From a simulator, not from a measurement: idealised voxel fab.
This is a process module. Its name is voxel self aligned vias.
It is cross-section cut that appears here, measuring 280 nm in width, its square cells being 5 nm in size.
We lay out every cross-section as a grid of square cells and spell it out in bands from the top down, where one band means one or more rows of cells.
Read a band's entry like this: the first values are the height of its top and the height of its bottom in nm, and what follows is the sequence of materials from left to right, each with its width in nm. Note that "empty" is empty space, and that a single material marked "everywhere" reaches across the band from edge to edge.
The level at which height equals 0 is the one under which the wafer, as it arrives, is entirely one material. No lower edge exists for the bottom band, which continues downward and is notated as in "0 down".
A width such as "30..40" changes by the same amount from each row of cells to the next, from the band's top row to its bottom row.
"all unchanged" -> step changed no cross-section cell.
So "Fully sealed voids" is basically the list of trapped voids: any empty space of 8 cells or more that can't reach the top through an opening. They're written width x height at distance, the distance being from the left edge, and it's all nm.
after a step's settings: what the simulator itself notes on the step
You can add "overlay nm" to a step's line. For a step with a mask, it describes how far the mask lay to the right of its planned position, and a negative number describes a lay to the left.
Heads up before you read on: it's before/after pairs around one process step each, after side only down to the lowest band that changed, step plus settings under the pair. Pairs can be from different runs of this module, same starting wafer, so only chain a pair onto the one above if its "Pre-step snapshot" entry says so.
-- Pre-step snapshot
    0 down = Si everywhere
    Fully sealed voids: none
-- Sectional View, Post-Process
    15 to 0 = SiO2 everywhere
    Below a height of 0, the structure has not been altered.
    Fully sealed voids: none
The two cross-sections above are separated by a single process step, namely CONFORMAL_DEP [material SiO2] [thk nm 15]
Pre-step snapshot: per the after cross-section of the pair just above.
-- Sectional View, Post-Process
    20 to 15 = SiCN everywhere
    Below a height of 15, the structure has not been altered.
    Fully sealed voids: none
The two cross-sections above are separated by a single process step, namely CONFORMAL_DEP [material SiCN] [thk nm 5]
Pre-step snapshot: per the after cross-section of the pair just above.
-- Sectional View, Post-Process
    40 to 20 = SiO2 everywhere
    Below a height of 20, the structure has not been altered.
    Fully sealed voids: none
The two cross-sections above are separated by a single process step, namely DIRECTIONAL_DEP [material SiO2] [thk nm 20]
Pre-step snapshot: per the after cross-section of the pair just above.
-- Sectional View, Post-Process
    40 to 20 = SiO2: 85; empty: 20; SiO2: 25; empty: 20; SiO2: 25; empty: 20; SiO2: 85
    Below a height of 20, the structure has not been altered.
    Fully sealed voids: none
The two cross-sections above are separated by a single process step, namely MASKED_ETCH [tone open] [mask id LINES] [width nm 20] [pitch nm 45] [etch materials SiO2] [depth nm 20] [overlay nm 0]
Pre-step snapshot: per the after cross-section of the pair just above.
-- Sectional View, Post-Process
    45 to 40 = TiN: 90; empty: 10; TiN: 35; empty: 10; TiN: 35; empty: 10; TiN: 90
    40 to 25 = SiO2: 85; TiN: 5; empty: 10; TiN: 5; SiO2: 25; TiN: 5; empty: 10; TiN: 5; SiO2: 25; TiN: 5; empty: 10; TiN: 5; SiO2: 85
    25 to 20 = SiO2: 85; TiN: 20; SiO2: 25; TiN: 20; SiO2: 25; TiN: 20; SiO2: 85
    Below a height of 20, the structure has not been altered.
    Fully sealed voids: none
The two cross-sections above are separated by a single process step, namely CONFORMAL_DEP [material TiN] [thk nm 5]
Pre-step snapshot: per the after cross-section of the pair just above.
-- Sectional View, Post-Process
    50 to 45 = W everywhere
    45 to 40 = TiN: 90; W: 10; TiN: 35; W: 10; TiN: 35; W: 10; TiN: 90
    40 to 25 = SiO2: 85; TiN: 5; W: 10; TiN: 5; SiO2: 25; TiN: 5; W: 10; TiN: 5; SiO2: 25; TiN: 5; W: 10; TiN: 5; SiO2: 85
    Below a height of 25, the structure has not been altered.
    Fully sealed voids: none
The two cross-sections above are separated by a single process step, namely FILL_DEP [material W] [thk nm 5]
Pre-step snapshot: per the after cross-section of the pair just above.
-- Sectional View, Post-Process
    40 to 25 = SiO2: 85; TiN: 5; W: 10; TiN: 5; SiO2: 25; TiN: 5; W: 10; TiN: 5; SiO2: 25; TiN: 5; W: 10; TiN: 5; SiO2: 85
    Below a height of 25, the structure has not been altered.
    Fully sealed voids: none
The two cross-sections above are separated by a single process step, namely CMP [height nm 40]
Pre-step snapshot: per the after cross-section of the pair just above.
-- Sectional View, Post-Process
    40 to 35 = SiO2: 85; empty: 20; SiO2: 25; empty: 20; SiO2: 25; empty: 20; SiO2: 85
    Below a height of 35, the structure has not been altered.
    Fully sealed voids: none
The two cross-sections above are separated by a single process step, namely SELECTIVE_ETCH [etch materials W Ru TiN] [depth nm 5]
Pre-step snapshot: per the after cross-section of the pair just above.
-- Sectional View, Post-Process
    50 to 40 = SiN everywhere
    40 to 35 = SiO2: 85; SiN: 20; SiO2: 25; SiN: 20; SiO2: 25; SiN: 20; SiO2: 85
    Below a height of 35, the structure has not been altered.
    Fully sealed voids: none
The two cross-sections above are separated by a single process step, namely FILL_DEP [material SiN] [thk nm 10]
Pre-step snapshot: per the after cross-section of the pair just above.
-- Sectional View, Post-Process
    40 to 35 = SiO2: 85; SiN: 20; SiO2: 25; SiN: 20; SiO2: 25; SiN: 20; SiO2: 85
    Below a height of 35, the structure has not been altered.
    Fully sealed voids: none
The two cross-sections above are separated by a single process step, namely CMP [height nm 40]
Pre-step snapshot: per the after cross-section of the pair just above.
-- Sectional View, Post-Process
    55 to 40 = SiO2 everywhere
    Below a height of 40, the structure has not been altered.
    Fully sealed voids: none
The two cross-sections above are separated by a single process step, namely DIRECTIONAL_DEP [material SiO2] [thk nm 15]
Pre-step snapshot: per the after cross-section of the pair just above.
-- Sectional View, Post-Process
    65 to 55 = aC everywhere
    Below a height of 55, the structure has not been altered.
    Fully sealed voids: none
The two cross-sections above are separated by a single process step, namely DIRECTIONAL_DEP [material aC] [thk nm 10]
Pre-step snapshot: per the after cross-section of the pair just above.
-- Sectional View, Post-Process
    90 to 65 = resist: 80; empty: 30; resist: 15; empty: 30; resist: 15; empty: 30; resist: 80
    Below a height of 65, the structure has not been altered.
    Fully sealed voids: none
The two cross-sections above are separated by a single process step, namely PATTERN [tone open] [mask id VIAS] [material resist] [width nm 30] [pitch nm 45] [thk nm 25] [overlay nm 0]
Pre-step snapshot: per the after cross-section of the pair just above.
-- Sectional View, Post-Process
    80 to 65 = resist: 80; empty: 30; resist: 15; empty: 30; resist: 15; empty: 30; resist: 80
    65 to 55 = aC: 80; empty: 30; aC: 15; empty: 30; aC: 15; empty: 30; aC: 80
    Below a height of 55, the structure has not been altered.
    Fully sealed voids: none
The two cross-sections above are separated by a single process step, namely DIRECTIONAL_ETCH [etch materials aC] [depth nm 10]
Pre-step snapshot: per the after cross-section of the pair just above.
-- Sectional View, Post-Process
    65 to 55 = aC: 80; empty: 30; aC: 15; empty: 30; aC: 15; empty: 30; aC: 80
    Below a height of 55, the structure has not been altered.
    Fully sealed voids: none
The two cross-sections above are separated by a single process step, namely STRIP [etch materials resist]
Pre-step snapshot: per the after cross-section of the pair just above.
-- Sectional View, Post-Process
    65 to 55 = aC: 80; empty: 30; aC: 15; empty: 30; aC: 15; empty: 30; aC: 80
    55 to 40 = SiO2: 80; empty: 30; SiO2: 15; empty: 30; SiO2: 15; empty: 30; SiO2: 80
    Below a height of 40, the structure has not been altered.
    Fully sealed voids: none
The two cross-sections above are separated by a single process step, namely DIRECTIONAL_ETCH [etch materials SiO2] [depth nm 15]
Pre-step snapshot: per the after cross-section of the pair just above.
-- Sectional View, Post-Process
    65 to 55 = aC: 80; empty: 30; aC: 15; empty: 30; aC: 15; empty: 30; aC: 80
    55 to 40 = SiO2: 80; empty: 30; SiO2: 15; empty: 30; SiO2: 15; empty: 30; SiO2: 80
    40 to 35 = SiO2: 85; empty: 20; SiO2: 25; empty: 20; SiO2: 25; empty: 20; SiO2: 85
    Below a height of 35, the structure has not been altered.
    Fully sealed voids: none
The two cross-sections above are separated by a single process step, namely DIRECTIONAL_ETCH [etch materials SiN] [depth nm 5]
Pre-step snapshot: per the after cross-section of the pair just above.
-- Sectional View, Post-Process
    55 to 40 = SiO2: 80; empty: 30; SiO2: 15; empty: 30; SiO2: 15; empty: 30; SiO2: 80
    Below a height of 40, the structure has not been altered.
    Fully sealed voids: none
The two cross-sections above are separated by a single process step, namely STRIP [etch materials aC]
Pre-step snapshot: per the after cross-section of the pair just above.
-- Sectional View, Post-Process
    60 to 55 = TiN: 85; empty: 20; TiN: 25; empty: 20; TiN: 25; empty: 20; TiN: 85
    55 to 45 = SiO2: 80; TiN: 5; empty: 20; TiN: 5; SiO2: 15; TiN: 5; empty: 20; TiN: 5; SiO2: 15; TiN: 5; empty: 20; TiN: 5; SiO2: 80
    45 to 40 = SiO2: 80; TiN: 10; empty: 10; TiN: 10; SiO2: 15; TiN: 10; empty: 10; TiN: 10; SiO2: 15; TiN: 10; empty: 10; TiN: 10; SiO2: 80
    40 to 35 = SiO2: 85; TiN: 20; SiO2: 25; TiN: 20; SiO2: 25; TiN: 20; SiO2: 85
    Below a height of 35, the structure has not been altered.
    Fully sealed voids: none
The two cross-sections above are separated by a single process step, namely CONFORMAL_DEP [material TiN] [thk nm 5]
Pre-step snapshot: per the after cross-section of the pair just above.
-- Sectional View, Post-Process
    65 to 60 = W everywhere
    60 to 55 = TiN: 85; W: 20; TiN: 25; W: 20; TiN: 25; W: 20; TiN: 85
    55 to 45 = SiO2: 80; TiN: 5; W: 20; TiN: 5; SiO2: 15; TiN: 5; W: 20; TiN: 5; SiO2: 15; TiN: 5; W: 20; TiN: 5; SiO2: 80
    45 to 40 = SiO2: 80; TiN: 10; W: 10; TiN: 10; SiO2: 15; TiN: 10; W: 10; TiN: 10; SiO2: 15; TiN: 10; W: 10; TiN: 10; SiO2: 80
    Below a height of 40, the structure has not been altered.
    Fully sealed voids: none
The two cross-sections above are separated by a single process step, namely FILL_DEP [material W] [thk nm 5]
Pre-step snapshot: per the after cross-section of the pair just above.
-- Sectional View, Post-Process
    55 to 45 = SiO2: 80; TiN: 5; W: 20; TiN: 5; SiO2: 15; TiN: 5; W: 20; TiN: 5; SiO2: 15; TiN: 5; W: 20; TiN: 5; SiO2: 80
    Below a height of 45, the structure has not been altered.
    Fully sealed voids: none
The two cross-sections above are separated by a single process step, namely CMP [height nm 55]
Pre-step snapshot: per the after cross-section of the pair just above.
-- Sectional View, Post-Process
    60 to 55 = SiCN everywhere
    Below a height of 55, the structure has not been altered.
    Fully sealed voids: none
The two cross-sections above are separated by a single process step, namely CONFORMAL_DEP [material SiCN] [thk nm 5]
-- Pre-step snapshot
    15 to 0 = SiO2 everywhere
    0 down = Si everywhere
    Fully sealed voids: none
-- Sectional View, Post-Process
    35 to 0 = SiO2 everywhere
    Below a height of 0, the structure has not been altered.
    Fully sealed voids: none
The two cross-sections above are separated by a single process step, namely DIRECTIONAL_DEP [material SiO2] [thk nm 20]
Pre-step snapshot: per the after cross-section of the pair just above.
-- Sectional View, Post-Process
    35 to 15 = SiO2: 85; empty: 20; SiO2: 25; empty: 20; SiO2: 25; empty: 20; SiO2: 85
    Below a height of 15, the structure has not been altered.
    Fully sealed voids: none
The two cross-sections above are separated by a single process step, namely MASKED_ETCH [tone open] [mask id LINES] [width nm 20] [pitch nm 45] [etch materials SiO2] [depth nm 20] [overlay nm 0]
Pre-step snapshot: per the after cross-section of the pair just above.
-- Sectional View, Post-Process
    40 to 35 = TiN: 90; empty: 10; TiN: 35; empty: 10; TiN: 35; empty: 10; TiN: 90
    35 to 20 = SiO2: 85; TiN: 5; empty: 10; TiN: 5; SiO2: 25; TiN: 5; empty: 10; TiN: 5; SiO2: 25; TiN: 5; empty: 10; TiN: 5; SiO2: 85
    20 to 15 = SiO2: 85; TiN: 20; SiO2: 25; TiN: 20; SiO2: 25; TiN: 20; SiO2: 85
    Below a height of 15, the structure has not been altered.
    Fully sealed voids: none
The two cross-sections above are separated by a single process step, namely CONFORMAL_DEP [material TiN] [thk nm 5]
Pre-step snapshot: per the after cross-section of the pair just above.
-- Sectional View, Post-Process
    45 to 40 = W everywhere
    40 to 35 = TiN: 90; W: 10; TiN: 35; W: 10; TiN: 35; W: 10; TiN: 90
    35 to 20 = SiO2: 85; TiN: 5; W: 10; TiN: 5; SiO2: 25; TiN: 5; W: 10; TiN: 5; SiO2: 25; TiN: 5; W: 10; TiN: 5; SiO2: 85
    Below a height of 20, the structure has not been altered.
    Fully sealed voids: none
The two cross-sections above are separated by a single process step, namely FILL_DEP [material W] [thk nm 5]
Pre-step snapshot: per the after cross-section of the pair just above.
-- Sectional View, Post-Process
    40 to 35 = TiN: 90; W: 10; TiN: 35; W: 10; TiN: 35; W: 10; TiN: 90
    Below a height of 35, the structure has not been altered.
    Fully sealed voids: none
The two cross-sections above are separated by a single process step, namely CMP [height nm 40]
Pre-step snapshot: per the after cross-section of the pair just above.
-- Sectional View, Post-Process
    35 to 20 = SiO2: 85; TiN: 5; W: 10; TiN: 5; SiO2: 25; TiN: 5; W: 10; TiN: 5; SiO2: 25; TiN: 5; W: 10; TiN: 5; SiO2: 85
    Below a height of 20, the structure has not been altered.
    Fully sealed voids: none
The two cross-sections above are separated by a single process step, namely SELECTIVE_ETCH [etch materials W Ru TiN] [depth nm 5]
Pre-step snapshot: per the after cross-section of the pair just above.
-- Sectional View, Post-Process
    45 to 35 = SiN everywhere
    Below a height of 35, the structure has not been altered.
    Fully sealed voids: none
The two cross-sections above are separated by a single process step, namely FILL_DEP [material SiN] [thk nm 10]
Pre-step snapshot: per the after cross-section of the pair just above.
-- Sectional View, Post-Process
    40 to 35 = SiN everywhere
    Below a height of 35, the structure has not been altered.
    Fully sealed voids: none
The two cross-sections above are separated by a single process step, namely CMP [height nm 40]
Pre-step snapshot: per the after cross-section of the pair just above.
-- Sectional View, Post-Process
    55 to 40 = SiO2 everywhere
    Below a height of 40, the structure has not been altered.
    Fully sealed voids: none
The two cross-sections above are separated by a single process step, namely DIRECTIONAL_DEP [material SiO2] [thk nm 15]
Pre-step snapshot: per the after cross-section of the pair just above.
-- Sectional View, Post-Process
    65 to 55 = aC everywhere
    Below a height of 55, the structure has not been altered.
    Fully sealed voids: none
The two cross-sections above are separated by a single process step, namely DIRECTIONAL_DEP [material aC] [thk nm 10]
Pre-step snapshot: per the after cross-section of the pair just above.
-- Sectional View, Post-Process
    90 to 65 = resist: 80; empty: 30; resist: 15; empty: 30; resist: 15; empty: 30; resist: 80
    Below a height of 65, the structure has not been altered.
    Fully sealed voids: none
The two cross-sections above are separated by a single process step, namely PATTERN [tone open] [mask id VIAS] [material resist] [width nm 30] [pitch nm 45] [thk nm 25] [overlay nm 0]
Pre-step snapshot: per the after cross-section of the pair just above.
-- Sectional View, Post-Process
    80 to 65 = resist: 80; empty: 30; resist: 15; empty: 30; resist: 15; empty: 30; resist: 80
    65 to 55 = aC: 80; empty: 30; aC: 15; empty: 30; aC: 15; empty: 30; aC: 80
    Below a height of 55, the structure has not been altered.
    Fully sealed voids: none
The two cross-sections above are separated by a single process step, namely DIRECTIONAL_ETCH [etch materials aC] [depth nm 10]
Pre-step snapshot: per the after cross-section of the pair just above.
-- Sectional View, Post-Process
    65 to 55 = aC: 80; empty: 30; aC: 15; empty: 30; aC: 15; empty: 30; aC: 80
    Below a height of 55, the structure has not been altered.
    Fully sealed voids: none
The two cross-sections above are separated by a single process step, namely STRIP [etch materials resist]
Pre-step snapshot: per the after cross-section of the pair just above.
-- Sectional View, Post-Process
    65 to 55 = aC: 80; empty: 30; aC: 15; empty: 30; aC: 15; empty: 30; aC: 80
    55 to 40 = SiO2: 80; empty: 30; SiO2: 15; empty: 30; SiO2: 15; empty: 30; SiO2: 80
    Below a height of 40, the structure has not been altered.
    Fully sealed voids: none
The two cross-sections above are separated by a single process step, namely DIRECTIONAL_ETCH [etch materials SiO2] [depth nm 15]
Pre-step snapshot: per the after cross-section of the pair just above.
-- Sectional View, Post-Process
    65 to 55 = aC: 80; empty: 30; aC: 15; empty: 30; aC: 15; empty: 30; aC: 80
    55 to 40 = SiO2: 80; empty: 30; SiO2: 15; empty: 30; SiO2: 15; empty: 30; SiO2: 80
    40 to 35 = SiN: 80; empty: 30; SiN: 15; empty: 30; SiN: 15; empty: 30; SiN: 80
    Below a height of 35, the structure has not been altered.
    Fully sealed voids: none
The two cross-sections above are separated by a single process step, namely DIRECTIONAL_ETCH [etch materials SiN] [depth nm 5]
Pre-step snapshot: per the after cross-section of the pair just above.
-- Sectional View, Post-Process
    55 to 40 = SiO2: 80; empty: 30; SiO2: 15; empty: 30; SiO2: 15; empty: 30; SiO2: 80
    Below a height of 40, the structure has not been altered.
    Fully sealed voids: none
The two cross-sections above are separated by a single process step, namely STRIP [etch materials aC]
Pre-step snapshot: per the after cross-section of the pair just above.
-- Sectional View, Post-Process
    60 to 55 = TiN: 85; empty: 20; TiN: 25; empty: 20; TiN: 25; empty: 20; TiN: 85
    55 to 40 = SiO2: 80; TiN: 5; empty: 20; TiN: 5; SiO2: 15; TiN: 5; empty: 20; TiN: 5; SiO2: 15; TiN: 5; empty: 20; TiN: 5; SiO2: 80
    40 to 35 = SiN: 80; TiN: 30; SiN: 15; TiN: 30; SiN: 15; TiN: 30; SiN: 80
    Below a height of 35, the structure has not been altered.
    Fully sealed voids: none
The two cross-sections above are separated by a single process step, namely CONFORMAL_DEP [material TiN] [thk nm 5]
Pre-step snapshot: per the after cross-section of the pair just above.
-- Sectional View, Post-Process
    65 to 60 = W everywhere
    60 to 55 = TiN: 85; W: 20; TiN: 25; W: 20; TiN: 25; W: 20; TiN: 85
    55 to 40 = SiO2: 80; TiN: 5; W: 20; TiN: 5; SiO2: 15; TiN: 5; W: 20; TiN: 5; SiO2: 15; TiN: 5; W: 20; TiN: 5; SiO2: 80
    Below a height of 40, the structure has not been altered.
    Fully sealed voids: none
The two cross-sections above are separated by a single process step, namely FILL_DEP [material W] [thk nm 5]
Pre-step snapshot: per the after cross-section of the pair just above.
-- Sectional View, Post-Process
    55 to 40 = SiO2: 80; TiN: 5; W: 20; TiN: 5; SiO2: 15; TiN: 5; W: 20; TiN: 5; SiO2: 15; TiN: 5; W: 20; TiN: 5; SiO2: 80
    Below a height of 40, the structure has not been altered.
    Fully sealed voids: none
The two cross-sections above are separated by a single process step, namely CMP [height nm 55]
Pre-step snapshot: per the after cross-section of the pair just above.
-- Sectional View, Post-Process
    60 to 55 = SiCN everywhere
    Below a height of 55, the structure has not been altered.
    Fully sealed voids: none
The two cross-sections above are separated by a single process step, namely CONFORMAL_DEP [material SiCN] [thk nm 5]
-- Pre-step snapshot
    65 to 55 = aC: 80; empty: 30; aC: 15; empty: 30; aC: 15; empty: 30; aC: 80
    55 to 40 = SiO2: 80; empty: 30; SiO2: 15; empty: 30; SiO2: 15; empty: 30; SiO2: 80
    40 to 35 = SiO2: 85; SiN: 20; SiO2: 25; SiN: 20; SiO2: 25; SiN: 20; SiO2: 85
    35 to 25 = SiO2: 85; TiN: 5; W: 10; TiN: 5; SiO2: 25; TiN: 5; W: 10; TiN: 5; SiO2: 25; TiN: 5; W: 10; TiN: 5; SiO2: 85
    25 to 20 = SiO2: 85; TiN: 20; SiO2: 25; TiN: 20; SiO2: 25; TiN: 20; SiO2: 85
    20 to 15 = SiCN everywhere
    15 to 0 = SiO2 everywhere
    0 down = Si everywhere
    Fully sealed voids: none
-- Sectional View, Post-Process
    65 to 55 = aC: 80; empty: 30; aC: 15; empty: 30; aC: 15; empty: 30; aC: 80
    55 to 40 = SiO2: 80; empty: 30; SiO2: 15; empty: 30; SiO2: 15; empty: 30; SiO2: 80
    40 to 35 = SiO2: 80; empty: 5; SiN: 20; empty: 5; SiO2: 15; empty: 5; SiN: 20; empty: 5; SiO2: 15; empty: 5; SiN: 20; empty: 5; SiO2: 80
    35 to 25 = SiO2: 80; empty: 5; TiN: 5; W: 10; TiN: 5; empty: 5; SiO2: 15; empty: 5; TiN: 5; W: 10; TiN: 5; empty: 5; SiO2: 15; empty: 5; TiN: 5; W: 10; TiN: 5; empty: 5; SiO2: 80
    Below a height of 25, the structure has not been altered.
    Fully sealed voids: none
The two cross-sections above are separated by a single process step, namely DIRECTIONAL_ETCH [etch materials SiO2] [depth nm 15]
Pre-step snapshot: per the after cross-section of the pair just above.
-- Sectional View, Post-Process
    65 to 55 = aC: 80; empty: 30; aC: 15; empty: 30; aC: 15; empty: 30; aC: 80
    55 to 35 = SiO2: 80; empty: 30; SiO2: 15; empty: 30; SiO2: 15; empty: 30; SiO2: 80
    Below a height of 35, the structure has not been altered.
    Fully sealed voids: none
The two cross-sections above are separated by a single process step, namely DIRECTIONAL_ETCH [etch materials SiN] [depth nm 5]
Pre-step snapshot: per the after cross-section of the pair just above.
-- Sectional View, Post-Process
    55 to 35 = SiO2: 80; empty: 30; SiO2: 15; empty: 30; SiO2: 15; empty: 30; SiO2: 80
    Below a height of 35, the structure has not been altered.
    Fully sealed voids: none
The two cross-sections above are separated by a single process step, namely STRIP [etch materials aC]
Pre-step snapshot: per the after cross-section of the pair just above.
-- Sectional View, Post-Process
    60 to 55 = TiN: 85; empty: 20; TiN: 25; empty: 20; TiN: 25; empty: 20; TiN: 85
    55 to 40 = SiO2: 80; TiN: 5; empty: 20; TiN: 5; SiO2: 15; TiN: 5; empty: 20; TiN: 5; SiO2: 15; TiN: 5; empty: 20; TiN: 5; SiO2: 80
    40 to 35 = SiO2: 80; TiN: 30; SiO2: 15; TiN: 30; SiO2: 15; TiN: 30; SiO2: 80
    35 to 25 = SiO2: 80; TiN: 10; W: 10; TiN: 10; SiO2: 15; TiN: 10; W: 10; TiN: 10; SiO2: 15; TiN: 10; W: 10; TiN: 10; SiO2: 80
    Below a height of 25, the structure has not been altered.
    Fully sealed voids: none
The two cross-sections above are separated by a single process step, namely CONFORMAL_DEP [material TiN] [thk nm 5]
Pre-step snapshot: per the after cross-section of the pair just above.
-- Sectional View, Post-Process
    65 to 60 = W everywhere
    60 to 55 = TiN: 85; W: 20; TiN: 25; W: 20; TiN: 25; W: 20; TiN: 85
    55 to 40 = SiO2: 80; TiN: 5; W: 20; TiN: 5; SiO2: 15; TiN: 5; W: 20; TiN: 5; SiO2: 15; TiN: 5; W: 20; TiN: 5; SiO2: 80
    Below a height of 40, the structure has not been altered.
    Fully sealed voids: none
The two cross-sections above are separated by a single process step, namely FILL_DEP [material W] [thk nm 5]
Pre-step snapshot: per the after cross-section of the pair just above.
-- Sectional View, Post-Process
    55 to 40 = SiO2: 80; TiN: 5; W: 20; TiN: 5; SiO2: 15; TiN: 5; W: 20; TiN: 5; SiO2: 15; TiN: 5; W: 20; TiN: 5; SiO2: 80
    Below a height of 40, the structure has not been altered.
    Fully sealed voids: none
The two cross-sections above are separated by a single process step, namely CMP [height nm 55]
Pre-step snapshot: per the after cross-section of the pair just above.
-- Sectional View, Post-Process
    60 to 55 = SiCN everywhere
    Below a height of 55, the structure has not been altered.
    Fully sealed voids: none
The two cross-sections above are separated by a single process step, namely CONFORMAL_DEP [material SiCN] [thk nm 5]
-- Pre-step snapshot
    35 to 0 = SiO2 everywhere
    0 down = Si everywhere
    Fully sealed voids: none
-- Sectional View, Post-Process
    40 to 35 = SiCN everywhere
    Below a height of 35, the structure has not been altered.
    Fully sealed voids: none
The two cross-sections above are separated by a single process step, namely CONFORMAL_DEP [material SiCN] [thk nm 5]
Pre-step snapshot: per the after cross-section of the pair just above.
-- Sectional View, Post-Process
    45 to 40 = TiN everywhere
    Below a height of 40, the structure has not been altered.
    Fully sealed voids: none
The two cross-sections above are separated by a single process step, namely CONFORMAL_DEP [material TiN] [thk nm 5]
Pre-step snapshot: per the after cross-section of the pair just above.
-- Sectional View, Post-Process
    50 to 45 = W everywhere
    Below a height of 45, the structure has not been altered.
    Fully sealed voids: none
The two cross-sections above are separated by a single process step, namely FILL_DEP [material W] [thk nm 5]
Pre-step snapshot: per the after cross-section of the pair just above.
-- Sectional View, Post-Process
    40 to 35 = SiCN everywhere
    Below a height of 35, the structure has not been altered.
    Fully sealed voids: none
The two cross-sections above are separated by a single process step, namely CMP [height nm 40]
Pre-step snapshot: per the after cross-section of the pair just above.
-- Sectional View, Post-Process
    50 to 40 = SiN everywhere
    Below a height of 40, the structure has not been altered.
    Fully sealed voids: none
The two cross-sections above are separated by a single process step, namely FILL_DEP [material SiN] [thk nm 10]
Pre-step snapshot: per the after cross-section of the pair just above.
-- Sectional View, Post-Process
    40 to 35 = SiCN everywhere
    Below a height of 35, the structure has not been altered.
    Fully sealed voids: none
The two cross-sections above are separated by a single process step, namely CMP [height nm 40]
Pre-step snapshot: per the after cross-section of the pair just above.
-- Sectional View, Post-Process
    55 to 40 = SiO2 everywhere
    Below a height of 40, the structure has not been altered.
    Fully sealed voids: none
The two cross-sections above are separated by a single process step, namely DIRECTIONAL_DEP [material SiO2] [thk nm 15]
Pre-step snapshot: per the after cross-section of the pair just above.
-- Sectional View, Post-Process
    65 to 55 = aC everywhere
    Below a height of 55, the structure has not been altered.
    Fully sealed voids: none
The two cross-sections above are separated by a single process step, namely DIRECTIONAL_DEP [material aC] [thk nm 10]
Pre-step snapshot: per the after cross-section of the pair just above.
-- Sectional View, Post-Process
    90 to 65 = resist: 80; empty: 30; resist: 15; empty: 30; resist: 15; empty: 30; resist: 80
    Below a height of 65, the structure has not been altered.
    Fully sealed voids: none
The two cross-sections above are separated by a single process step, namely PATTERN [tone open] [mask id VIAS] [material resist] [width nm 30] [pitch nm 45] [thk nm 25] [overlay nm 0]
Pre-step snapshot: per the after cross-section of the pair just above.
-- Sectional View, Post-Process
    80 to 65 = resist: 80; empty: 30; resist: 15; empty: 30; resist: 15; empty: 30; resist: 80
    65 to 55 = aC: 80; empty: 30; aC: 15; empty: 30; aC: 15; empty: 30; aC: 80
    Below a height of 55, the structure has not been altered.
    Fully sealed voids: none
The two cross-sections above are separated by a single process step, namely DIRECTIONAL_ETCH [etch materials aC] [depth nm 10]
Pre-step snapshot: per the after cross-section of the pair just above.
-- Sectional View, Post-Process
    65 to 55 = aC: 80; empty: 30; aC: 15; empty: 30; aC: 15; empty: 30; aC: 80
    Below a height of 55, the structure has not been altered.
    Fully sealed voids: none
The two cross-sections above are separated by a single process step, namely STRIP [etch materials resist]
Pre-step snapshot: per the after cross-section of the pair just above.
-- Sectional View, Post-Process
    65 to 55 = aC: 80; empty: 30; aC: 15; empty: 30; aC: 15; empty: 30; aC: 80
    55 to 40 = SiO2: 80; empty: 30; SiO2: 15; empty: 30; SiO2: 15; empty: 30; SiO2: 80
    Below a height of 40, the structure has not been altered.
    Fully sealed voids: none
The two cross-sections above are separated by a single process step, namely DIRECTIONAL_ETCH [etch materials SiO2] [depth nm 15]
Pre-step snapshot: per the after cross-section of the pair just above.
-- Sectional View, Post-Process
    55 to 40 = SiO2: 80; empty: 30; SiO2: 15; empty: 30; SiO2: 15; empty: 30; SiO2: 80
    Below a height of 40, the structure has not been altered.
    Fully sealed voids: none
The two cross-sections above are separated by a single process step, namely STRIP [etch materials aC]
Pre-step snapshot: per the after cross-section of the pair just above.
-- Sectional View, Post-Process
    60 to 55 = TiN: 85; empty: 20; TiN: 25; empty: 20; TiN: 25; empty: 20; TiN: 85
    55 to 45 = SiO2: 80; TiN: 5; empty: 20; TiN: 5; SiO2: 15; TiN: 5; empty: 20; TiN: 5; SiO2: 15; TiN: 5; empty: 20; TiN: 5; SiO2: 80
    45 to 40 = SiO2: 80; TiN: 30; SiO2: 15; TiN: 30; SiO2: 15; TiN: 30; SiO2: 80
    Below a height of 40, the structure has not been altered.
    Fully sealed voids: none
The two cross-sections above are separated by a single process step, namely CONFORMAL_DEP [material TiN] [thk nm 5]
Pre-step snapshot: per the after cross-section of the pair just above.
-- Sectional View, Post-Process
    65 to 60 = W everywhere
    60 to 55 = TiN: 85; W: 20; TiN: 25; W: 20; TiN: 25; W: 20; TiN: 85
    55 to 45 = SiO2: 80; TiN: 5; W: 20; TiN: 5; SiO2: 15; TiN: 5; W: 20; TiN: 5; SiO2: 15; TiN: 5; W: 20; TiN: 5; SiO2: 80
    Below a height of 45, the structure has not been altered.
    Fully sealed voids: none
The two cross-sections above are separated by a single process step, namely FILL_DEP [material W] [thk nm 5]
Pre-step snapshot: per the after cross-section of the pair just above.
-- Sectional View, Post-Process
    55 to 45 = SiO2: 80; TiN: 5; W: 20; TiN: 5; SiO2: 15; TiN: 5; W: 20; TiN: 5; SiO2: 15; TiN: 5; W: 20; TiN: 5; SiO2: 80
    Below a height of 45, the structure has not been altered.
    Fully sealed voids: none
The two cross-sections above are separated by a single process step, namely CMP [height nm 55]
Pre-step snapshot: per the after cross-section of the pair just above.
-- Sectional View, Post-Process
    60 to 55 = SiCN everywhere
    Below a height of 55, the structure has not been altered.
    Fully sealed voids: none
The two cross-sections above are separated by a single process step, namely CONFORMAL_DEP [material SiCN] [thk nm 5]
-- Pre-step snapshot
    65 to 60 = W everywhere
    60 to 55 = TiN: 85; W: 20; TiN: 25; W: 20; TiN: 25; W: 20; TiN: 85
    55 to 45 = SiO2: 80; TiN: 5; W: 20; TiN: 5; SiO2: 15; TiN: 5; W: 20; TiN: 5; SiO2: 15; TiN: 5; W: 20; TiN: 5; SiO2: 80
    45 to 40 = SiO2: 80; TiN: 10; W: 10; TiN: 10; SiO2: 15; TiN: 10; W: 10; TiN: 10; SiO2: 15; TiN: 10; W: 10; TiN: 10; SiO2: 80
    40 to 35 = SiO2: 85; TiN: 20; SiO2: 25; TiN: 20; SiO2: 25; TiN: 20; SiO2: 85
    35 to 25 = SiO2: 85; TiN: 5; W: 10; TiN: 5; SiO2: 25; TiN: 5; W: 10; TiN: 5; SiO2: 25; TiN: 5; W: 10; TiN: 5; SiO2: 85
    25 to 20 = SiO2: 85; TiN: 20; SiO2: 25; TiN: 20; SiO2: 25; TiN: 20; SiO2: 85
    20 to 15 = SiCN everywhere
    15 to 0 = SiO2 everywhere
    0 down = Si everywhere
    Fully sealed voids: none
-- Sectional View, Post-Process
    45 to 40 = SiO2: 80; TiN: 10; W: 10; TiN: 10; SiO2: 15; TiN: 10; W: 10; TiN: 10; SiO2: 15; TiN: 10; W: 10; TiN: 10; SiO2: 80
    Below a height of 40, the structure has not been altered.
    Fully sealed voids: none
The two cross-sections above are separated by a single process step, namely CMP [height nm 45]
Pre-step snapshot: per the after cross-section of the pair just above.
-- Sectional View, Post-Process
    50 to 45 = SiCN everywhere
    Below a height of 45, the structure has not been altered.
    Fully sealed voids: none
The two cross-sections above are separated by a single process step, namely CONFORMAL_DEP [material SiCN] [thk nm 5]
